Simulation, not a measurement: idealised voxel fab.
You're looking at the process module voxel gate over fins.
The cross-section shown here is cut; it is 170 nm wide and divided into square cells measuring 5 nm on a side.
When this document writes out a cross-section, it uses a grid of square cells and lists it as bands, beginning at the top and moving down, with a band standing for one or more rows of cells. For a band, the entry starts with two heights in nm, that of the top and then that of the bottom, and carries on with the band's materials in order from left to right, each alongside its width in nm; the word "full width" beside a single material means it fills the band edge to edge, and "air" means empty space. Where do heights start? At 0: under that level the wafer as delivered is made of one material only. And the lowest band has no floor; it just carries on downward, as in "0 and below". The expression "30..40" gives the width at the extremes of the band, the first number at its top row of cells and the second at its bottom row, with the width changing by equal amounts from each row to the next in between. What does "nothing was modified" mean for a step? It means no cell of the cross-section changed in that step. "Trapped void list" means: voids of 8 cells or more that are shut off from the top with no open way through. Written width x height at distance, distance from the left edge, in nm. Post-settings text on a step line: simulator's own remark regarding the step. "overlay nm" answers the question of how far to the right of plan the mask lay on a step that has a mask, and when it is negative the answer is to the left. If you're wondering how to read the rest of this, here's the deal. It's pairs of cross-sections: one from before a process step, one from after it. The after one is only drawn as far down as the lowest band that changed. Right under each pair you'll see which step sits between them and what its settings were. Don't read the pairs as one continuous story, though. They can come from different runs of this module on the same starting wafer, and a pair only carries on from the one above it where its entry headed "State before" says so.

[State before]
-5 down to -20 = air=25 / Si=5 / air=50 / Si=5 / air=50 / Si=5 / air=30
-20 down to -25 = air=25 / Si=5 / air=15 / TiN=15 / air=20 / Si=5 / air=50 / Si=5 / air=30
-25 down to -35 = SiO2=25 / Si=5 / SiO2=50 / Si=5 / SiO2=50 / Si=5 / SiO2=30
-35 and below = Si full width
Trapped void list: none

[Post-Process Section]
0 down to -5 = air=20 / HfO2=15 / air=40 / HfO2=15 / air=40 / HfO2=15 / air=25
-5 down to -15 = air=20 / HfO2=5 / Si=5 / HfO2=5 / air=40 / HfO2=5 / Si=5 / HfO2=5 / air=40 / HfO2=5 / Si=5 / HfO2=5 / air=25
-15 down to -20 = air=20 / HfO2=5 / Si=5 / HfO2=5 / air=5 / HfO2=25 / air=10 / HfO2=5 / Si=5 / HfO2=5 / air=40 / HfO2=5 / Si=5 / HfO2=5 / air=25
-20 down to -25 = HfO2=25 / Si=5 / HfO2=15 / TiN=15 / HfO2=20 / Si=5 / HfO2=50 / Si=5 / HfO2=30
At heights below -25, the structure remains unaltered.
Trapped void list: none
Going from one cross-section above to the next, the wafer undergoes CONFORMAL_DEP (material HfO2; thk nm 5)

State before: this step begins from the cross-section that the pair just above shows after its step.

[Post-Process Section]
5 down to 0 = air=15 / TiN=25 / air=30 / TiN=25 / air=30 / TiN=25 / air=20
0 down to -5 = air=15 / TiN=5 / HfO2=15 / TiN=5 / air=30 / TiN=5 / HfO2=15 / TiN=5 / air=30 / TiN=5 / HfO2=15 / TiN=5 / air=20
-5 down to -10 = air=15 / TiN=5 / HfO2=5 / Si=5 / HfO2=5 / TiN=5 / air=30 / TiN=5 / HfO2=5 / Si=5 / HfO2=5 / TiN=5 / air=30 / TiN=5 / HfO2=5 / Si=5 / HfO2=5 / TiN=5 / air=20
-10 down to -15 = air=15 / TiN=5 / HfO2=5 / Si=5 / HfO2=5 / TiN=40 / HfO2=5 / Si=5 / HfO2=5 / TiN=5 / air=30 / TiN=5 / HfO2=5 / Si=5 / HfO2=5 / TiN=5 / air=20
-15 down to -20 = TiN=20 / HfO2=5 / Si=5 / HfO2=5 / TiN=5 / HfO2=25 / TiN=10 / HfO2=5 / Si=5 / HfO2=5 / TiN=40 / HfO2=5 / Si=5 / HfO2=5 / TiN=25
At heights below -20, the structure remains unaltered.
Trapped void list: none
Going from one cross-section above to the next, the wafer undergoes CONFORMAL_DEP (material TiN; thk nm 5)

State before: this step begins from the cross-section that the pair just above shows after its step.

[Post-Process Section]
20 down to 5 = W full width
5 down to 0 = W=15 / TiN=25 / W=30 / TiN=25 / W=30 / TiN=25 / W=20
0 down to -5 = W=15 / TiN=5 / HfO2=15 / TiN=5 / W=30 / TiN=5 / HfO2=15 / TiN=5 / W=30 / TiN=5 / HfO2=15 / TiN=5 / W=20
-5 down to -10 = W=15 / TiN=5 / HfO2=5 / Si=5 / HfO2=5 / TiN=5 / W=30 / TiN=5 / HfO2=5 / Si=5 / HfO2=5 / TiN=5 / W=30 / TiN=5 / HfO2=5 / Si=5 / HfO2=5 / TiN=5 / W=20
-10 down to -15 = W=15 / TiN=5 / HfO2=5 / Si=5 / HfO2=5 / TiN=40 / HfO2=5 / Si=5 / HfO2=5 / TiN=5 / W=30 / TiN=5 / HfO2=5 / Si=5 / HfO2=5 / TiN=5 / W=20
At heights below -15, the structure remains unaltered.
Trapped void list: none
Going from one cross-section above to the next, the wafer undergoes FILL_DEP (material W; thk nm 15)

State before: this step begins from the cross-section that the pair just above shows after its step.

[Post-Process Section]
30 down to 20 = SiN full width
At heights below 20, the structure remains unaltered.
Trapped void list: none
Going from one cross-section above to the next, the wafer undergoes CONFORMAL_DEP (material SiN; thk nm 10)

[State before]
15 down to 5 = aC full width
5 down to 0 = SiN full width
0 and below = Si full width
Trapped void list: none

[Post-Process Section]
45 down to 15 = air=15 / resist=25 / air=30 / resist=25 / air=30 / resist=25 / air=20
At heights below 15, the structure remains unaltered.
Trapped void list: none
Going from one cross-section above to the next, the wafer undergoes PATTERN (tone cover; mask id FINS; material resist; width nm 25; pitch nm 55; thk nm 30; overlay nm 0)

State before: this step begins from the cross-section that the pair just above shows after its step.

[Post-Process Section]
35 down to 15 = air=15 / resist=25 / air=30 / resist=25 / air=30 / resist=25 / air=20
15 down to 5 = air=15 / aC=25 / air=30 / aC=25 / air=30 / aC=25 / air=20
At heights below 5, the structure remains unaltered.
Trapped void list: none
Going from one cross-section above to the next, the wafer undergoes DIRECTIONAL_ETCH (etch materials aC; depth nm 10)

State before: this step begins from the cross-section that the pair just above shows after its step.

[Post-Process Section]
15 down to 5 = air=15 / aC=25 / air=30 / aC=25 / air=30 / aC=25 / air=20
At heights below 5, the structure remains unaltered.
Trapped void list: none
Going from one cross-section above to the next, the wafer undergoes STRIP (etch materials resist)

State before: this step begins from the cross-section that the pair just above shows after its step.

[Post-Process Section]
15 down to 5 = air=15 / aC=25 / air=30 / aC=25 / air=30 / aC=25 / air=20
5 down to 0 = air=15 / SiN=25 / air=30 / SiN=25 / air=30 / SiN=25 / air=20
At heights below 0, the structure remains unaltered.
Trapped void list: none
Going from one cross-section above to the next, the wafer undergoes DIRECTIONAL_ETCH (etch materials SiN; depth nm 5)

State before: this step begins from the cross-section that the pair just above shows after its step.

[Post-Process Section]
15 down to 5 = air=15 / aC=25 / air=30 / aC=25 / air=30 / aC=25 / air=20
5 down to 0 = air=15 / SiN=25 / air=30 / SiN=25 / air=30 / SiN=25 / air=20
0 down to -30 = air=15 / Si=25 / air=30 / Si=25 / air=30 / Si=25 / air=20
At heights below -30, the structure remains unaltered.
Trapped void list: none
Going from one cross-section above to the next, the wafer undergoes DIRECTIONAL_ETCH (etch materials Si; depth nm 30)

State before: this step begins from the cross-section that the pair just above shows after its step.

[Post-Process Section]
5 down to 0 = air=15 / SiN=25 / air=30 / SiN=25 / air=30 / SiN=25 / air=20
At heights below 0, the structure remains unaltered.
Trapped void list: none
Going from one cross-section above to the next, the wafer undergoes STRIP (etch materials aC)

State before: this step begins from the cross-section that the pair just above shows after its step.

[Post-Process Section]
5 down to 0 = air=15 / SiN=25 / air=30 / SiN=25 / air=30 / SiN=25 / air=20
0 down to -30 = air=15 / SiO2=5 / Si=15 / SiO2=5 / air=30 / SiO2=5 / Si=15 / SiO2=5 / air=30 / SiO2=5 / Si=15 / SiO2=5 / air=20
-30 down to -35 = SiO2=20 / Si=15 / SiO2=40 / Si=15 / SiO2=40 / Si=15 / SiO2=25
At heights below -35, the structure remains unaltered.
Trapped void list: none
Going from one cross-section above to the next, the wafer undergoes OXIDIZE (depth nm 5)

State before: this step begins from the cross-section that the pair just above shows after its step.

[Post-Process Section]
10 down to 5 = SiO2 full width
5 down to 0 = SiO2=15 / SiN=25 / SiO2=30 / SiN=25 / SiO2=30 / SiN=25 / SiO2=20
0 down to -35 = SiO2=20 / Si=15 / SiO2=40 / Si=15 / SiO2=40 / Si=15 / SiO2=25
At heights below -35, the structure remains unaltered.
Trapped void list: none
Going from one cross-section above to the next, the wafer undergoes FILL_DEP (material SiO2; thk nm 5)

State before: this step begins from the cross-section that the pair just above shows after its step.

[Post-Process Section]
5 down to 0 = SiO2=15 / SiN=25 / SiO2=30 / SiN=25 / SiO2=30 / SiN=25 / SiO2=20
At heights below 0, the structure remains unaltered.
Trapped void list: none
Going from one cross-section above to the next, the wafer undergoes CMP (height nm 5)

State before: this step begins from the cross-section that the pair just above shows after its step.

[Post-Process Section]
5 down to 0 = SiO2=15 / SiN=25 / SiO2=5 / air=15 / SiO2=10 / SiN=25 / SiO2=30 / SiN=25 / SiO2=20
0 down to -25 = SiO2=20 / Si=15 / SiO2=10 / air=15 / SiO2=15 / Si=15 / SiO2=40 / Si=15 / SiO2=25
At heights below -25, the structure remains unaltered.
Trapped void list: none
Going from one cross-section above to the next, the wafer undergoes MASKED_ETCH (tone open; mask id RAIL; width nm 15; etch materials SiO2; depth nm 30; overlay nm 0)

State before: this step begins from the cross-section that the pair just above shows after its step.

[Post-Process Section]
10 down to 5 = TiN=50 / air=5 / TiN=115
5 down to 0 = SiO2=15 / SiN=25 / SiO2=5 / TiN=5 / air=5 / TiN=5 / SiO2=10 / SiN=25 / SiO2=30 / SiN=25 / SiO2=20
0 down to -20 = SiO2=20 / Si=15 / SiO2=10 / TiN=5 / air=5 / TiN=5 / SiO2=15 / Si=15 / SiO2=40 / Si=15 / SiO2=25
-20 down to -25 = SiO2=20 / Si=15 / SiO2=10 / TiN=15 / SiO2=15 / Si=15 / SiO2=40 / Si=15 / SiO2=25
At heights below -25, the structure remains unaltered.
Trapped void list: none
Going from one cross-section above to the next, the wafer undergoes CONFORMAL_DEP (material TiN; thk nm 5)

State before: this step begins from the cross-section that the pair just above shows after its step.

[Post-Process Section]
15 down to 10 = W full width
10 down to 5 = TiN=50 / W=5 / TiN=115
5 down to 0 = SiO2=15 / SiN=25 / SiO2=5 / TiN=5 / W=5 / TiN=5 / SiO2=10 / SiN=25 / SiO2=30 / SiN=25 / SiO2=20
0 down to -20 = SiO2=20 / Si=15 / SiO2=10 / TiN=5 / W=5 / TiN=5 / SiO2=15 / Si=15 / SiO2=40 / Si=15 / SiO2=25
At heights below -20, the structure remains unaltered.
Trapped void list: none
Going from one cross-section above to the next, the wafer undergoes FILL_DEP (material W; thk nm 5)

State before: this step begins from the cross-section that the pair just above shows after its step.

[Post-Process Section]
5 down to 0 = SiO2=15 / SiN=25 / SiO2=5 / TiN=5 / W=5 / TiN=5 / SiO2=10 / SiN=25 / SiO2=30 / SiN=25 / SiO2=20
At heights below 0, the structure remains unaltered.
Trapped void list: none
Going from one cross-section above to the next, the wafer undergoes CMP (height nm 5)

State before: this step begins from the cross-section that the pair just above shows after its step.

[Post-Process Section]
5 down to 0 = SiO2=15 / SiN=25 / SiO2=5 / air=15 / SiO2=10 / SiN=25 / SiO2=30 / SiN=25 / SiO2=20
0 down to -20 = SiO2=20 / Si=15 / SiO2=10 / air=15 / SiO2=15 / Si=15 / SiO2=40 / Si=15 / SiO2=25
At heights below -20, the structure remains unaltered.
Trapped void list: none
Going from one cross-section above to the next, the wafer undergoes SELECTIVE_ETCH (etch materials W Ru TiN; depth nm 25)

State before: this step begins from the cross-section that the pair just above shows after its step.

[Post-Process Section]
10 down to 5 = SiO2 full width
5 down to 0 = SiO2=15 / SiN=25 / SiO2=30 / SiN=25 / SiO2=30 / SiN=25 / SiO2=20
0 down to -20 = SiO2=20 / Si=15 / SiO2=40 / Si=15 / SiO2=40 / Si=15 / SiO2=25
At heights below -20, the structure remains unaltered.
Trapped void list: none
Going from one cross-section above to the next, the wafer undergoes FILL_DEP (material SiO2; thk nm 5)

State before: this step begins from the cross-section that the pair just above shows after its step.

[Post-Process Section]
5 down to 0 = SiO2=15 / SiN=25 / SiO2=30 / SiN=25 / SiO2=30 / SiN=25 / SiO2=20
At heights below 0, the structure remains unaltered.
Trapped void list: none
Going from one cross-section above to the next, the wafer undergoes CMP (height nm 5)

State before: this step begins from the cross-section that the pair just above shows after its step.

[Post-Process Section]
5 down to 0 = air=15 / SiN=25 / air=30 / SiN=25 / air=30 / SiN=25 / air=20
0 down to -15 = air=20 / Si=15 / air=40 / Si=15 / air=40 / Si=15 / air=25
At heights below -15, the structure remains unaltered.
Trapped void list: none
Going from one cross-section above to the next, the wafer undergoes SELECTIVE_ETCH (etch materials SiO2; depth nm 20)

State before: this step begins from the cross-section that the pair just above shows after its step.

[Post-Process Section]
0 down to -15 = air=20 / Si=15 / air=40 / Si=15 / air=40 / Si=15 / air=25
At heights below -15, the structure remains unaltered.
Trapped void list: none
Going from one cross-section above to the next, the wafer undergoes STRIP (etch materials SiN)

State before: this step begins from the cross-section that the pair just above shows after its step.

[Post-Process Section]
5 down to 0 = air=15 / HfO2=25 / air=30 / HfO2=25 / air=30 / HfO2=25 / air=20
0 down to -10 = air=15 / HfO2=5 / Si=15 / HfO2=5 / air=30 / HfO2=5 / Si=15 / HfO2=5 / air=30 / HfO2=5 / Si=15 / HfO2=5 / air=20
-10 down to -15 = HfO2=20 / Si=15 / HfO2=40 / Si=15 / HfO2=40 / Si=15 / HfO2=25
At heights below -15, the structure remains unaltered.
Trapped void list: none
Going from one cross-section above to the next, the wafer undergoes CONFORMAL_DEP (material HfO2; thk nm 5)

State before: this step begins from the cross-section that the pair just above shows after its step.

[Post-Process Section]
10 down to 5 = air=10 / TiN=35 / air=20 / TiN=35 / air=20 / TiN=35 / air=15
5 down to 0 = air=10 / TiN=5 / HfO2=25 / TiN=5 / air=20 / TiN=5 / HfO2=25 / TiN=5 / air=20 / TiN=5 / HfO2=25 / TiN=5 / air=15
0 down to -5 = air=10 / TiN=5 / HfO2=5 / Si=15 / HfO2=5 / TiN=5 / air=20 / TiN=5 / HfO2=5 / Si=15 / HfO2=5 / TiN=5 / air=20 / TiN=5 / HfO2=5 / Si=15 / HfO2=5 / TiN=5 / air=15
-5 down to -10 = TiN=15 / HfO2=5 / Si=15 / HfO2=5 / TiN=30 / HfO2=5 / Si=15 / HfO2=5 / TiN=30 / HfO2=5 / Si=15 / HfO2=5 / TiN=20
At heights below -10, the structure remains unaltered.
Trapped void list: none
Going from one cross-section above to the next, the wafer undergoes CONFORMAL_DEP (material TiN; thk nm 5)

State before: this step begins from the cross-section that the pair just above shows after its step.

[Post-Process Section]
25 down to 10 = W full width
10 down to 5 = W=10 / TiN=35 / W=20 / TiN=35 / W=20 / TiN=35 / W=15
5 down to 0 = W=10 / TiN=5 / HfO2=25 / TiN=5 / W=20 / TiN=5 / HfO2=25 / TiN=5 / W=20 / TiN=5 / HfO2=25 / TiN=5 / W=15
0 down to -5 = W=10 / TiN=5 / HfO2=5 / Si=15 / HfO2=5 / TiN=5 / W=20 / TiN=5 / HfO2=5 / Si=15 / HfO2=5 / TiN=5 / W=20 / TiN=5 / HfO2=5 / Si=15 / HfO2=5 / TiN=5 / W=15
At heights below -5, the structure remains unaltered.
Trapped void list: none
Going from one cross-section above to the next, the wafer undergoes FILL_DEP (material W; thk nm 15)

State before: this step begins from the cross-section that the pair just above shows after its step.

[Post-Process Section]
20 down to 10 = W full width
At heights below 10, the structure remains unaltered.
Trapped void list: none
Going from one cross-section above to the next, the wafer undergoes CMP (height nm 20)

State before: this step begins from the cross-section that the pair just above shows after its step.

[Post-Process Section]
30 down to 20 = SiN full width
At heights below 20, the structure remains unaltered.
Trapped void list: none
Going from one cross-section above to the next, the wafer undergoes CONFORMAL_DEP (material SiN; thk nm 10)

[State before]
15 down to 5 = aC full width
5 down to 0 = SiN full width
0 and below = Si full width
Trapped void list: none

[Post-Process Section]
45 down to 15 = air=30 / resist=15 / air=40 / resist=15 / air=40 / resist=15 / air=15
At heights below 15, the structure remains unaltered.
Trapped void list: none
Going from one cross-section above to the next, the wafer undergoes PATTERN (tone cover; mask id FINS; material resist; width nm 15; pitch nm 55; thk nm 30; overlay nm 10)

State before: this step begins from the cross-section that the pair just above shows after its step.

[Post-Process Section]
35 down to 15 = air=30 / resist=15 / air=40 / resist=15 / air=40 / resist=15 / air=15
15 down to 5 = air=30 / aC=15 / air=40 / aC=15 / air=40 / aC=15 / air=15
At heights below 5, the structure remains unaltered.
Trapped void list: none
Going from one cross-section above to the next, the wafer undergoes DIRECTIONAL_ETCH (etch materials aC; depth nm 10)

State before: this step begins from the cross-section that the pair just above shows after its step.

[Post-Process Section]
15 down to 5 = air=30 / aC=15 / air=40 / aC=15 / air=40 / aC=15 / air=15
At heights below 5, the structure remains unaltered.
Trapped void list: none
Going from one cross-section above to the next, the wafer undergoes STRIP (etch materials resist)

State before: this step begins from the cross-section that the pair just above shows after its step.

[Post-Process Section]
15 down to 5 = air=30 / aC=15 / air=40 / aC=15 / air=40 / aC=15 / air=15
5 down to 0 = air=30 / SiN=15 / air=40 / SiN=15 / air=40 / SiN=15 / air=15
At heights below 0, the structure remains unaltered.
Trapped void list: none
Going from one cross-section above to the next, the wafer undergoes DIRECTIONAL_ETCH (etch materials SiN; depth nm 5)

State before: this step begins from the cross-section that the pair just above shows after its step.

[Post-Process Section]
15 down to 5 = air=30 / aC=15 / air=40 / aC=15 / air=40 / aC=15 / air=15
5 down to 0 = air=30 / SiN=15 / air=40 / SiN=15 / air=40 / SiN=15 / air=15
0 down to -30 = air=30 / Si=15 / air=40 / Si=15 / air=40 / Si=15 / air=15
At heights below -30, the structure remains unaltered.
Trapped void list: none
Going from one cross-section above to the next, the wafer undergoes DIRECTIONAL_ETCH (etch materials Si; depth nm 30)

State before: this step begins from the cross-section that the pair just above shows after its step.

[Post-Process Section]
5 down to 0 = air=30 / SiN=15 / air=40 / SiN=15 / air=40 / SiN=15 / air=15
At heights below 0, the structure remains unaltered.
Trapped void list: none
Going from one cross-section above to the next, the wafer undergoes STRIP (etch materials aC)

State before: this step begins from the cross-section that the pair just above shows after its step.

[Post-Process Section]
5 down to 0 = air=30 / SiN=15 / air=40 / SiN=15 / air=40 / SiN=15 / air=15
0 down to -30 = air=30 / SiO2=5 / Si=5 / SiO2=5 / air=40 / SiO2=5 / Si=5 / SiO2=5 / air=40 / SiO2=5 / Si=5 / SiO2=5 / air=15
-30 down to -35 = SiO2=35 / Si=5 / SiO2=50 / Si=5 / SiO2=50 / Si=5 / SiO2=20
At heights below -35, the structure remains unaltered.
Trapped void list: none
Going from one cross-section above to the next, the wafer undergoes OXIDIZE (depth nm 5)

State before: this step begins from the cross-section that the pair just above shows after its step.

[Post-Process Section]
10 down to 5 = SiO2 full width
5 down to 0 = SiO2=30 / SiN=15 / SiO2=40 / SiN=15 / SiO2=40 / SiN=15 / SiO2=15
0 down to -35 = SiO2=35 / Si=5 / SiO2=50 / Si=5 / SiO2=50 / Si=5 / SiO2=20
At heights below -35, the structure remains unaltered.
Trapped void list: none
Going from one cross-section above to the next, the wafer undergoes FILL_DEP (material SiO2; thk nm 5)

State before: this step begins from the cross-section that the pair just above shows after its step.

[Post-Process Section]
5 down to 0 = SiO2=30 / SiN=15 / SiO2=40 / SiN=15 / SiO2=40 / SiN=15 / SiO2=15
At heights below 0, the structure remains unaltered.
Trapped void list: none
Going from one cross-section above to the next, the wafer undergoes CMP (height nm 5)

State before: this step begins from the cross-section that the pair just above shows after its step.

[Post-Process Section]
5 down to 0 = SiO2=30 / SiN=15 / air=15 / SiO2=25 / SiN=15 / SiO2=40 / SiN=15 / SiO2=15
0 down to -25 = SiO2=35 / Si=5 / SiO2=5 / air=15 / SiO2=30 / Si=5 / SiO2=50 / Si=5 / SiO2=20
At heights below -25, the structure remains unaltered.
Trapped void list: none
Going from one cross-section above to the next, the wafer undergoes MASKED_ETCH (tone open; mask id RAIL; width nm 15; etch materials SiO2; depth nm 30; overlay nm 0)

State before: this step begins from the cross-section that the pair just above shows after its step.

[Post-Process Section]
10 down to 5 = TiN=50 / air=5 / TiN=115
5 down to 0 = SiO2=30 / SiN=15 / TiN=5 / air=5 / TiN=5 / SiO2=25 / SiN=15 / SiO2=40 / SiN=15 / SiO2=15
0 down to -20 = SiO2=35 / Si=5 / SiO2=5 / TiN=5 / air=5 / TiN=5 / SiO2=30 / Si=5 / SiO2=50 / Si=5 / SiO2=20
-20 down to -25 = SiO2=35 / Si=5 / SiO2=5 / TiN=15 / SiO2=30 / Si=5 / SiO2=50 / Si=5 / SiO2=20
At heights below -25, the structure remains unaltered.
Trapped void list: none
Going from one cross-section above to the next, the wafer undergoes CONFORMAL_DEP (material TiN; thk nm 5)

State before: this step begins from the cross-section that the pair just above shows after its step.

[Post-Process Section]
15 down to 10 = W full width
10 down to 5 = TiN=50 / W=5 / TiN=115
5 down to 0 = SiO2=30 / SiN=15 / TiN=5 / W=5 / TiN=5 / SiO2=25 / SiN=15 / SiO2=40 / SiN=15 / SiO2=15
0 down to -20 = SiO2=35 / Si=5 / SiO2=5 / TiN=5 / W=5 / TiN=5 / SiO2=30 / Si=5 / SiO2=50 / Si=5 / SiO2=20
At heights below -20, the structure remains unaltered.
Trapped void list: none
Going from one cross-section above to the next, the wafer undergoes FILL_DEP (material W; thk nm 5)

State before: this step begins from the cross-section that the pair just above shows after its step.

[Post-Process Section]
5 down to 0 = SiO2=30 / SiN=15 / TiN=5 / W=5 / TiN=5 / SiO2=25 / SiN=15 / SiO2=40 / SiN=15 / SiO2=15
At heights below 0, the structure remains unaltered.
Trapped void list: none
Going from one cross-section above to the next, the wafer undergoes CMP (height nm 5)

State before: this step begins from the cross-section that the pair just above shows after its step.

[Post-Process Section]
5 down to 0 = SiO2=30 / SiN=15 / air=15 / SiO2=25 / SiN=15 / SiO2=40 / SiN=15 / SiO2=15
0 down to -20 = SiO2=35 / Si=5 / SiO2=5 / air=15 / SiO2=30 / Si=5 / SiO2=50 / Si=5 / SiO2=20
At heights below -20, the structure remains unaltered.
Trapped void list: none
Going from one cross-section above to the next, the wafer undergoes SELECTIVE_ETCH (etch materials W Ru TiN; depth nm 25)

State before: this step begins from the cross-section that the pair just above shows after its step.

[Post-Process Section]
10 down to 5 = SiO2 full width
5 down to 0 = SiO2=30 / SiN=15 / SiO2=40 / SiN=15 / SiO2=40 / SiN=15 / SiO2=15
0 down to -20 = SiO2=35 / Si=5 / SiO2=50 / Si=5 / SiO2=50 / Si=5 / SiO2=20
At heights below -20, the structure remains unaltered.
Trapped void list: none
Going from one cross-section above to the next, the wafer undergoes FILL_DEP (material SiO2; thk nm 5)

State before: this step begins from the cross-section that the pair just above shows after its step.

[Post-Process Section]
5 down to 0 = SiO2=30 / SiN=15 / SiO2=40 / SiN=15 / SiO2=40 / SiN=15 / SiO2=15
At heights below 0, the structure remains unaltered.
Trapped void list: none
Going from one cross-section above to the next, the wafer undergoes CMP (height nm 5)

State before: this step begins from the cross-section that the pair just above shows after its step.

[Post-Process Section]
5 down to 0 = air=30 / SiN=15 / air=40 / SiN=15 / air=40 / SiN=15 / air=15
0 down to -15 = air=35 / Si=5 / air=50 / Si=5 / air=50 / Si=5 / air=20
At heights below -15, the structure remains unaltered.
Trapped void list: none
Going from one cross-section above to the next, the wafer undergoes SELECTIVE_ETCH (etch materials SiO2; depth nm 20)

State before: this step begins from the cross-section that the pair just above shows after its step.

[Post-Process Section]
0 down to -15 = air=35 / Si=5 / air=50 / Si=5 / air=50 / Si=5 / air=20
At heights below -15, the structure remains unaltered.
Trapped void list: none
Going from one cross-section above to the next, the wafer undergoes STRIP (etch materials SiN)

State before: this step begins from the cross-section that the pair just above shows after its step.

[Post-Process Section]
5 down to 0 = air=30 / HfO2=15 / air=40 / HfO2=15 / air=40 / HfO2=15 / air=15
0 down to -10 = air=30 / HfO2=5 / Si=5 / HfO2=5 / air=40 / HfO2=5 / Si=5 / HfO2=5 / air=40 / HfO2=5 / Si=5 / HfO2=5 / air=15
-10 down to -15 = HfO2=35 / Si=5 / HfO2=50 / Si=5 / HfO2=50 / Si=5 / HfO2=20
At heights below -15, the structure remains unaltered.
Trapped void list: none
Going from one cross-section above to the next, the wafer undergoes CONFORMAL_DEP (material HfO2; thk nm 5)

State before: this step begins from the cross-section that the pair just above shows after its step.

[Post-Process Section]
10 down to 5 = air=25 / TiN=25 / air=30 / TiN=25 / air=30 / TiN=25 / air=10
5 down to 0 = air=25 / TiN=5 / HfO2=15 / TiN=5 / air=30 / TiN=5 / HfO2=15 / TiN=5 / air=30 / TiN=5 / HfO2=15 / TiN=5 / air=10
0 down to -5 = air=25 / TiN=5 / HfO2=5 / Si=5 / HfO2=5 / TiN=5 / air=30 / TiN=5 / HfO2=5 / Si=5 / HfO2=5 / TiN=5 / air=30 / TiN=5 / HfO2=5 / Si=5 / HfO2=5 / TiN=5 / air=10
-5 down to -10 = TiN=30 / HfO2=5 / Si=5 / HfO2=5 / TiN=40 / HfO2=5 / Si=5 / HfO2=5 / TiN=40 / HfO2=5 / Si=5 / HfO2=5 / TiN=15
At heights below -10, the structure remains unaltered.
Trapped void list: none
Going from one cross-section above to the next, the wafer undergoes CONFORMAL_DEP (material TiN; thk nm 5)

State before: this step begins from the cross-section that the pair just above shows after its step.

[Post-Process Section]
25 down to 10 = W full width
10 down to 5 = W=25 / TiN=25 / W=30 / TiN=25 / W=30 / TiN=25 / W=10
5 down to 0 = W=25 / TiN=5 / HfO2=15 / TiN=5 / W=30 / TiN=5 / HfO2=15 / TiN=5 / W=30 / TiN=5 / HfO2=15 / TiN=5 / W=10
0 down to -5 = W=25 / TiN=5 / HfO2=5 / Si=5 / HfO2=5 / TiN=5 / W=30 / TiN=5 / HfO2=5 / Si=5 / HfO2=5 / TiN=5 / W=30 / TiN=5 / HfO2=5 / Si=5 / HfO2=5 / TiN=5 / W=10
At heights below -5, the structure remains unaltered.
Trapped void list: none
Going from one cross-section above to the next, the wafer undergoes FILL_DEP (material W; thk nm 15)

State before: this step begins from the cross-section that the pair just above shows after its step.

[Post-Process Section]
20 down to 10 = W full width
At heights below 10, the structure remains unaltered.
Trapped void list: none
Going from one cross-section above to the next, the wafer undergoes CMP (height nm 20)

State before: this step begins from the cross-section that the pair just above shows after its step.

[Post-Process Section]
30 down to 20 = SiN full width
At heights below 20, the structure remains unaltered.
Trapped void list: none
Going from one cross-section above to the next, the wafer undergoes CONFORMAL_DEP (material SiN; thk nm 10)

[State before]
20 down to 10 = W full width
10 down to 5 = W=15 / TiN=25 / W=30 / TiN=25 / W=30 / TiN=25 / W=20
5 down to 0 = W=15 / TiN=5 / HfO2=15 / TiN=5 / W=30 / TiN=5 / HfO2=15 / TiN=5 / W=30 / TiN=5 / HfO2=15 / TiN=5 / W=20
0 down to -5 = W=15 / TiN=5 / HfO2=5 / Si=5 / HfO2=5 / TiN=5 / W=30 / TiN=5 / HfO2=5 / Si=5 / HfO2=5 / TiN=5 / W=30 / TiN=5 / HfO2=5 / Si=5 / HfO2=5 / TiN=5 / W=20
-5 down to -10 = TiN=20 / HfO2=5 / Si=5 / HfO2=5 / TiN=40 / HfO2=5 / Si=5 / HfO2=5 / TiN=40 / HfO2=5 / Si=5 / HfO2=5 / TiN=25
-10 down to -15 = HfO2=25 / Si=5 / HfO2=50 / Si=5 / HfO2=50 / Si=5 / HfO2=30
-15 down to -20 = SiO2=25 / Si=5 / SiO2=50 / Si=5 / SiO2=50 / Si=5 / SiO2=30
-20 down to -25 = SiO2=25 / Si=5 / SiO2=15 / TiN=15 / SiO2=20 / Si=5 / SiO2=50 / Si=5 / SiO2=30
-25 down to -35 = SiO2=25 / Si=5 / SiO2=50 / Si=5 / SiO2=50 / Si=5 / SiO2=30
-35 and below = Si full width
Trapped void list: none

[Post-Process Section]
30 down to 20 = SiO2 full width
At heights below 20, the structure remains unaltered.
Trapped void list: none
Going from one cross-section above to the next, the wafer undergoes CONFORMAL_DEP (material SiO2; thk nm 10)

[State before]
15 down to 5 = aC full width
5 down to 0 = SiN full width
0 and below = Si full width
Trapped void list: none

[Post-Process Section]
45 down to 15 = resist=20 / air=15 / resist=40 / air=15 / resist=40 / air=15 / resist=25
At heights below 15, the structure remains unaltered.
Trapped void list: none
Going from one cross-section above to the next, the wafer undergoes PATTERN (tone open; mask id FINS; material resist; width nm 15; pitch nm 55; thk nm 30; overlay nm 0)

State before: this step begins from the cross-section that the pair just above shows after its step.

[Post-Process Section]
35 down to 15 = resist=20 / air=15 / resist=40 / air=15 / resist=40 / air=15 / resist=25
15 down to 5 = aC=20 / air=15 / aC=40 / air=15 / aC=40 / air=15 / aC=25
At heights below 5, the structure remains unaltered.
Trapped void list: none
Going from one cross-section above to the next, the wafer undergoes DIRECTIONAL_ETCH (etch materials aC; depth nm 10)

State before: this step begins from the cross-section that the pair just above shows after its step.

[Post-Process Section]
15 down to 5 = aC=20 / air=15 / aC=40 / air=15 / aC=40 / air=15 / aC=25
At heights below 5, the structure remains unaltered.
Trapped void list: none
Going from one cross-section above to the next, the wafer undergoes STRIP (etch materials resist)

State before: this step begins from the cross-section that the pair just above shows after its step.

[Post-Process Section]
15 down to 5 = aC=20 / air=15 / aC=40 / air=15 / aC=40 / air=15 / aC=25
5 down to 0 = SiN=20 / air=15 / SiN=40 / air=15 / SiN=40 / air=15 / SiN=25
At heights below 0, the structure remains unaltered.
Trapped void list: none
Going from one cross-section above to the next, the wafer undergoes DIRECTIONAL_ETCH (etch materials SiN; depth nm 5)

State before: this step begins from the cross-section that the pair just above shows after its step.

[Post-Process Section]
15 down to 5 = aC=20 / air=15 / aC=40 / air=15 / aC=40 / air=15 / aC=25
5 down to 0 = SiN=20 / air=15 / SiN=40 / air=15 / SiN=40 / air=15 / SiN=25
0 down to -30 = Si=20 / air=15 / Si=40 / air=15 / Si=40 / air=15 / Si=25
At heights below -30, the structure remains unaltered.
Trapped void list: none
Going from one cross-section above to the next, the wafer undergoes DIRECTIONAL_ETCH (etch materials Si; depth nm 30)
